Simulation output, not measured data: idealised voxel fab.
Process module under the name voxel self aligned vias
The width of the displayed cross-section, cut, is 295 nm; its cells are square, with a size of 5 nm.
A cross-section is a grid of square cells, given in bands from the top down. A band is one or more rows of cells. Per band: top height and bottom height in nm, followed by the left-to-right materials and their widths in nm; "edge to edge" marks a single material spanning edge to edge, "blank" marks empty space. Counting heights begins at 0, where everything beneath is, in the wafer as received, one material. The lowest band has no bottom; it goes on downwards, as "from 0 down" shows. Width spec "30->40" -> top row of cells at first value, bottom row at second value, equal per-row change in between. Step marked "no alteration"? Then no cell in the cross-section changed in it. The entry "Closed voids list" lists the empty spaces that cover at least 8 cells and have no open path to the top. Each is written as width x height at distance, where the distance is measured from the left edge and all three values are in nm. Where a step's line continues beyond its settings, the continuation is a remark by the simulator itself on that step. For masked steps, "overlay nm" on the step line gives how far right of plan the mask actually lay; a minus sign means it lay to the left.

-- Planned process steps
1: RECEIVE, material Si
2: CONFORMAL_DEP, material SiO2, thk nm 10
3: CONFORMAL_DEP, material SiCN, thk nm 5
4: DIRECTIONAL_DEP, material lowk, thk nm 30
5: DIRECTIONAL_DEP, material aC, thk nm 15
6: PATTERN, tone open, mask id LINES, material resist, width nm 30, pitch nm 70, thk nm 35, overlay nm 0
7: DIRECTIONAL_ETCH, etch materials aC, depth nm 15
8: STRIP, etch materials resist
9: DIRECTIONAL_ETCH, etch materials lowk, depth nm 30
10: STRIP, etch materials aC
11: CONFORMAL_DEP, material TiN, thk nm 5
12: FILL_DEP, material W, thk nm 10
13: CMP, height nm 45
14: SELECTIVE_ETCH, etch materials W Ru TiN, depth nm 10
15: FILL_DEP, material SiN, thk nm 10
16: CMP, height nm 45
17: DIRECTIONAL_DEP, material lowk, thk nm 20
18: PATTERN, tone open, mask id VIAS, material resist, width nm 40, thk nm 15, overlay nm 0
19: DIRECTIONAL_ETCH, etch materials lowk, depth nm 20
20: DIRECTIONAL_ETCH, etch materials SiN, depth nm 10
21: STRIP, etch materials resist
22: CONFORMAL_DEP, material TiN, thk nm 5
23: FILL_DEP, material W, thk nm 5
24: CMP, height nm 65
25: CONFORMAL_DEP, material SiCN, thk nm 5

-- Wafer, first of two, run as planned

-- Step 1 complete: cross-section of the wafer as received
    from 0 down | Si edge to edge
    Closed voids list: none

-- The wafer, seen in cross-section, after step 2
    from 10 to 0 | SiO2 edge to edge
    below 0: unchanged

-- The wafer, seen in cross-section, after step 3
    from 15 to 10 | SiCN edge to edge
    below 10: unchanged

-- The wafer, seen in cross-section, after step 4
    from 45 to 15 | lowk edge to edge
    below 15: unchanged

-- The wafer, seen in cross-section, after step 5
    from 60 to 45 | aC edge to edge
    below 45: unchanged

-- The wafer, seen in cross-section, after step 6
    from 95 to 60 | 95 resist | 30 blank | 40 resist | 30 blank | 100 resist
    below 60: unchanged

-- The wafer, seen in cross-section, after step 7
    from 80 to 60 | 95 resist | 30 blank | 40 resist | 30 blank | 100 resist
    from 60 to 45 | 95 aC | 30 blank | 40 aC | 30 blank | 100 aC
    below 45: unchanged

-- The wafer, seen in cross-section, after step 8
    from 60 to 45 | 95 aC | 30 blank | 40 aC | 30 blank | 100 aC
    below 45: unchanged

-- The wafer, seen in cross-section, after step 9
    from 60 to 45 | 95 aC | 30 blank | 40 aC | 30 blank | 100 aC
    from 45 to 15 | 95 lowk | 30 blank | 40 lowk | 30 blank | 100 lowk
    below 15: unchanged

-- The wafer, seen in cross-section, after step 10
    from 45 to 15 | 95 lowk | 30 blank | 40 lowk | 30 blank | 100 lowk
    below 15: unchanged

-- The wafer, seen in cross-section, after step 11
    from 50 to 45 | 100 TiN | 20 blank | 50 TiN | 20 blank | 105 TiN
    from 45 to 20 | 95 lowk | 5 TiN | 20 blank | 5 TiN | 40 lowk | 5 TiN | 20 blank | 5 TiN | 100 lowk
    from 20 to 15 | 95 lowk | 30 TiN | 40 lowk | 30 TiN | 100 lowk
    below 15: unchanged

-- The wafer, seen in cross-section, after step 12
    from 60 to 50 | W edge to edge
    from 50 to 45 | 100 TiN | 20 W | 50 TiN | 20 W | 105 TiN
    from 45 to 20 | 95 lowk | 5 TiN | 20 W | 5 TiN | 40 lowk | 5 TiN | 20 W | 5 TiN | 100 lowk
    below 20: unchanged

-- The wafer, seen in cross-section, after step 13
    from 45 to 20 | 95 lowk | 5 TiN | 20 W | 5 TiN | 40 lowk | 5 TiN | 20 W | 5 TiN | 100 lowk
    below 20: unchanged

-- The wafer, seen in cross-section, after step 14
    from 45 to 35 | 95 lowk | 30 blank | 40 lowk | 30 blank | 100 lowk
    below 35: unchanged

-- The wafer, seen in cross-section, after step 15
    from 55 to 45 | SiN edge to edge
    from 45 to 35 | 95 lowk | 30 SiN | 40 lowk | 30 SiN | 100 lowk
    below 35: unchanged

-- The wafer, seen in cross-section, after step 16
    from 45 to 35 | 95 lowk | 30 SiN | 40 lowk | 30 SiN | 100 lowk
    below 35: unchanged

-- The wafer, seen in cross-section, after step 17
    from 65 to 45 | lowk edge to edge
    below 45: unchanged

-- The wafer, seen in cross-section, after step 18
    from 80 to 65 | 90 resist | 40 blank | 165 resist
    below 65: unchanged

-- The wafer, seen in cross-section, after step 19
    from 80 to 65 | 90 resist | 40 blank | 165 resist
    from 65 to 45 | 90 lowk | 40 blank | 165 lowk
    below 45: unchanged

-- The wafer, seen in cross-section, after step 20
    from 80 to 65 | 90 resist | 40 blank | 165 resist
    from 65 to 45 | 90 lowk | 40 blank | 165 lowk
    from 45 to 35 | 95 lowk | 30 blank | 40 lowk | 30 SiN | 100 lowk
    below 35: unchanged

-- The wafer, seen in cross-section, after step 21
    from 65 to 45 | 90 lowk | 40 blank | 165 lowk
    below 45: unchanged

-- The wafer, seen in cross-section, after step 22
    from 70 to 65 | 95 TiN | 30 blank | 170 TiN
    from 65 to 50 | 90 lowk | 5 TiN | 30 blank | 5 TiN | 165 lowk
    from 50 to 45 | 90 lowk | 10 TiN | 20 blank | 10 TiN | 165 lowk
    from 45 to 40 | 95 lowk | 5 TiN | 20 blank | 5 TiN | 40 lowk | 30 SiN | 100 lowk
    from 40 to 35 | 95 lowk | 30 TiN | 40 lowk | 30 SiN | 100 lowk
    below 35: unchanged

-- The wafer, seen in cross-section, after step 23
    from 75 to 70 | W edge to edge
    from 70 to 65 | 95 TiN | 30 W | 170 TiN
    from 65 to 50 | 90 lowk | 5 TiN | 30 W | 5 TiN | 165 lowk
    from 50 to 45 | 90 lowk | 10 TiN | 20 W | 10 TiN | 165 lowk
    from 45 to 40 | 95 lowk | 5 TiN | 20 W | 5 TiN | 40 lowk | 30 SiN | 100 lowk
    below 40: unchanged

-- The wafer, seen in cross-section, after step 24
    from 65 to 50 | 90 lowk | 5 TiN | 30 W | 5 TiN | 165 lowk
    below 50: unchanged

-- The wafer, seen in cross-section, after step 25
    from 70 to 65 | SiCN edge to edge
    below 65: unchanged

-- Wafer two. Identical start, identical plan. One mistake in execution. Identical history through step 5

-- Cross-section of the second wafer at the time by which step 6 should have been completed according to the plan
    from 95 to 60 | 100 resist | 20 blank | 50 resist | 20 blank | 105 resist
    below 60: unchanged

-- Cross-section of the second wafer at the time by which step 7 should have been completed according to the plan
    from 80 to 60 | 100 resist | 20 blank | 50 resist | 20 blank | 105 resist
    from 60 to 45 | 100 aC | 20 blank | 50 aC | 20 blank | 105 aC
    below 45: unchanged

-- Cross-section of the second wafer at the time by which step 8 should have been completed according to the plan
    from 60 to 45 | 100 aC | 20 blank | 50 aC | 20 blank | 105 aC
    below 45: unchanged

-- Cross-section of the second wafer at the time by which step 9 should have been completed according to the plan
    from 60 to 45 | 100 aC | 20 blank | 50 aC | 20 blank | 105 aC
    from 45 to 15 | 100 lowk | 20 blank | 50 lowk | 20 blank | 105 lowk
    below 15: unchanged

-- Cross-section of the second wafer at the time by which step 10 should have been completed according to the plan
    from 45 to 15 | 100 lowk | 20 blank | 50 lowk | 20 blank | 105 lowk
    below 15: unchanged

-- Cross-section of the second wafer at the time by which step 11 should have been completed according to the plan
    from 50 to 45 | 105 TiN | 10 blank | 60 TiN | 10 blank | 110 TiN
    from 45 to 20 | 100 lowk | 5 TiN | 10 blank | 5 TiN | 50 lowk | 5 TiN | 10 blank | 5 TiN | 105 lowk
    from 20 to 15 | 100 lowk | 20 TiN | 50 lowk | 20 TiN | 105 lowk
    below 15: unchanged

-- Cross-section of the second wafer at the time by which step 12 should have been completed according to the plan
    from 60 to 50 | W edge to edge
    from 50 to 45 | 105 TiN | 10 W | 60 TiN | 10 W | 110 TiN
    from 45 to 20 | 100 lowk | 5 TiN | 10 W | 5 TiN | 50 lowk | 5 TiN | 10 W | 5 TiN | 105 lowk
    below 20: unchanged

-- Cross-section of the second wafer at the time by which step 13 should have been completed according to the plan
    from 45 to 20 | 100 lowk | 5 TiN | 10 W | 5 TiN | 50 lowk | 5 TiN | 10 W | 5 TiN | 105 lowk
    below 20: unchanged

-- Cross-section of the second wafer at the time by which step 14 should have been completed according to the plan
    from 45 to 35 | 100 lowk | 20 blank | 50 lowk | 20 blank | 105 lowk
    below 35: unchanged

-- Cross-section of the second wafer at the time by which step 15 should have been completed according to the plan
    from 55 to 45 | SiN edge to edge
    from 45 to 35 | 100 lowk | 20 SiN | 50 lowk | 20 SiN | 105 lowk
    below 35: unchanged

-- Cross-section of the second wafer at the time by which step 16 should have been completed according to the plan
    from 45 to 35 | 100 lowk | 20 SiN | 50 lowk | 20 SiN | 105 lowk
    below 35: unchanged

-- Cross-section of the second wafer at the time by which step 17 should have been completed according to the plan
    from 65 to 45 | lowk edge to edge
    below 45: unchanged

-- Cross-section of the second wafer at the time by which step 18 should have been completed according to the plan
    from 80 to 65 | 90 resist | 40 blank | 165 resist
    below 65: unchanged

-- Cross-section of the second wafer at the time by which step 19 should have been completed according to the plan
    from 80 to 65 | 90 resist | 40 blank | 165 resist
    from 65 to 45 | 90 lowk | 40 blank | 165 lowk
    below 45: unchanged

-- Cross-section of the second wafer at the time by which step 20 should have been completed according to the plan
    from 80 to 65 | 90 resist | 40 blank | 165 resist
    from 65 to 45 | 90 lowk | 40 blank | 165 lowk
    from 45 to 35 | 100 lowk | 20 blank | 50 lowk | 20 SiN | 105 lowk
    below 35: unchanged

-- Cross-section of the second wafer at the time by which step 21 should have been completed according to the plan
    from 65 to 45 | 90 lowk | 40 blank | 165 lowk
    below 45: unchanged

-- Cross-section of the second wafer at the time by which step 22 should have been completed according to the plan
    from 70 to 65 | 95 TiN | 30 blank | 170 TiN
    from 65 to 50 | 90 lowk | 5 TiN | 30 blank | 5 TiN | 165 lowk
    from 50 to 45 | 90 lowk | 15 TiN | 10 blank | 15 TiN | 165 lowk
    from 45 to 40 | 100 lowk | 5 TiN | 10 blank | 5 TiN | 50 lowk | 20 SiN | 105 lowk
    from 40 to 35 | 100 lowk | 20 TiN | 50 lowk | 20 SiN | 105 lowk
    below 35: unchanged

-- Cross-section of the second wafer at the time by which step 23 should have been completed according to the plan
    from 75 to 70 | W edge to edge
    from 70 to 65 | 95 TiN | 30 W | 170 TiN
    from 65 to 50 | 90 lowk | 5 TiN | 30 W | 5 TiN | 165 lowk
    from 50 to 45 | 90 lowk | 15 TiN | 10 W | 15 TiN | 165 lowk
    from 45 to 40 | 100 lowk | 5 TiN | 10 W | 5 TiN | 50 lowk | 20 SiN | 105 lowk
    below 40: unchanged

-- Cross-section of the second wafer at the time by which step 24 should have been completed according to the plan
    from 65 to 50 | 90 lowk | 5 TiN | 30 W | 5 TiN | 165 lowk
    below 50: unchanged

-- Cross-section of the second wafer at the time by which step 25 should have been completed according to the plan
    from 70 to 65 | SiCN edge to edge
    below 65: unchanged
Misprocessing identified: in deviation from the planned setting, step 6 was conducted as PATTERN, tone open, mask id LINES, material resist, width nm 20, pitch nm 70, thk nm 35, overlay nm 0
Final cells, second wafer relative to first, materials higher or lower: SiN -4 | TiN -4 | W -16 | lowk +24
